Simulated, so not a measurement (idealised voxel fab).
process module | voxel double patterning
cross-section cut | 190 nm wide | cells 5 nm
A cross-section is a grid of square cells, given in bands from the top down. A band is one or more rows of cells.
Each band's line starts with the height of the band's top and of its bottom, in nm. Then come its materials from left to right, each with its width in nm. One material with "throughout" fills the band from edge to edge. "air" is empty space.
Height 0 is the level under which the wafer as received is all one material. The lowest band goes on downwards, as in "0 down".
A width such as "30 to 40" changes by the same amount from each row of cells to the next, from the band's top row to its bottom row.
"no change" after a step means that no cell of the cross-section changed.
closed voids: empty space of 8 cells or more with no open way to the top, each as width x height at its distance from the left edge, in nm
after a step's settings: what the simulator itself notes on the step
overlay nm, on a step with a mask: how far to the right of its planned place the mask lay; to the left if negative
plan
1 op RECEIVE | material Si
2 op CONFORMAL_DEP | material SiO2 | thk nm 5
3 op DIRECTIONAL_DEP | material TiN | thk nm 10
4 op DIRECTIONAL_DEP | material SiN | thk nm 5
5 op PATTERN | tone open | mask id FIRST | material resist | width nm 15 | pitch nm 50 | thk nm 20 | overlay nm 0
6 op DIRECTIONAL_ETCH | etch materials SiN | depth nm 5
7 op STRIP | etch materials resist
8 op DIRECTIONAL_DEP | material aC | thk nm 10
9 op PATTERN | tone open | mask id SECOND | material resist | width nm 15 | thk nm 25 | overlay nm 0
10 op DIRECTIONAL_ETCH | etch materials aC | depth nm 10
11 op STRIP | etch materials resist
12 op DIRECTIONAL_ETCH | etch materials SiN | depth nm 5
13 op STRIP | etch materials aC
14 op DIRECTIONAL_ETCH | etch materials TiN | depth nm 10
15 op STRIP | etch materials SiN
as received, after step 1
  0 down: Si throughout
  closed voids: none
a wafer at the end: this start, this plan, one mistake
  15 to 5: TiN 70 | air 30 | TiN 20 | air 15 | TiN 55
  5 to 0: SiO2 throughout
  0 down: Si throughout
  closed voids: none
what went wrong: step 5 ran as: op PATTERN | tone open | mask id FIRST | material resist | width nm 15 | pitch nm 50 | thk nm 20 | overlay nm 10
